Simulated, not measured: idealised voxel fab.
The following process module bears the name voxel quadruple lines.
The figure presents cross-section cut, which has a width of 215 nm and is divided into square cells with an edge length of 5 nm.
Think of the cross-section as a grid of square cells. We describe it in bands, top to bottom, and each band covers one or more rows of those cells.
Band: top height; bottom height; in nm. Then, left to right: material with width in nm, for each material. "throughout": a single material spanning edge to edge. "air": empty space.
Measure heights from 0. That's the level where, below it, the as-received wafer is all one material. The lowest band is bottomless and extends downward; write it as in "top 0, no bottom".
When a width is written as two numbers, as in "30..40", the first number is the width in the top row of cells of the band and the second is the width in its bottom row, and the width changes by the same amount from each row to the next.
"nothing got changed" (step): cross-section cells unchanged, all of them.
This entry, "Sealed void inventory", enumerates those empty regions of no fewer than 8 cells that possess no open connection to the top. Each region is reported in the form width x height at distance, the distance being taken from the left edge, with all three quantities expressed in nm.
The remark found on a step's line after its settings is issued by the simulator itself and pertains to that step.
You can add "overlay nm" to a step's line. For a step with a mask, it describes how far the mask lay to the right of its planned position, and a negative number describes a lay to the left.

**plan**
1) RECEIVE (material Si)
2) CONFORMAL_DEP (material SiO2; thk nm 10)
3) DIRECTIONAL_DEP (material Ru; thk nm 15)
4) DIRECTIONAL_DEP (material polySi; thk nm 20)
5) DIRECTIONAL_DEP (material aC; thk nm 25)
6) PATTERN (tone cover; mask id MANDREL; material resist; width nm 20; pitch nm 60; thk nm 35; overlay nm 0)
7) DIRECTIONAL_ETCH (etch materials aC; depth nm 25)
8) STRIP (etch materials resist)
9) CONFORMAL_DEP (material SiO2; thk nm 10)
10) DIRECTIONAL_ETCH (etch materials SiO2; depth nm 10)
11) STRIP (etch materials aC)
12) DIRECTIONAL_ETCH (etch materials polySi; depth nm 20)
13) STRIP (etch materials SiO2)
14) CONFORMAL_DEP (material SiN; thk nm 5)
15) DIRECTIONAL_ETCH (etch materials SiN; depth nm 5)
16) STRIP (etch materials polySi)
17) DIRECTIONAL_ETCH (etch materials Ru; depth nm 15)
18) STRIP (etch materials SiN)

**Cross-sectional view of the wafer in its as-received condition, corresponding to the state after step 1**
    top 0, no bottom  Si throughout
    Sealed void inventory: none

**First of two wafers at the end of the module, shown in cross-section; run carried out as planned**
    top 25, bottom 10  air: 50, Ru: 5, air: 10, Ru: 5, air: 10, Ru: 5, air: 10, Ru: 5, air: 10, Ru: 5, air: 10, Ru: 5, air: 10, Ru: 5, air: 10, Ru: 5, air: 55
    top 10, bottom 0  SiO2 throughout
    top 0, no bottom  Si throughout
    Sealed void inventory: none

**second wafer at the end: like start, like plan, one mistake**
    top 40, bottom 25  air: 50, Ru: 5, air: 10, Ru: 5, air: 10, Ru: 5, air: 10, Ru: 5, air: 10, Ru: 5, air: 10, Ru: 5, air: 10, Ru: 5, air: 10, Ru: 5, air: 55
    top 25, bottom 10  Ru throughout
    top 10, bottom 0  SiO2 throughout
    top 0, no bottom  Si throughout
    Sealed void inventory: none
Which mistake was made when the wafer was run? heads up, step 3 of the plan got done twice
FYI, end of process, the second wafer has more or fewer cells of some materials than the first: 129 more of Ru
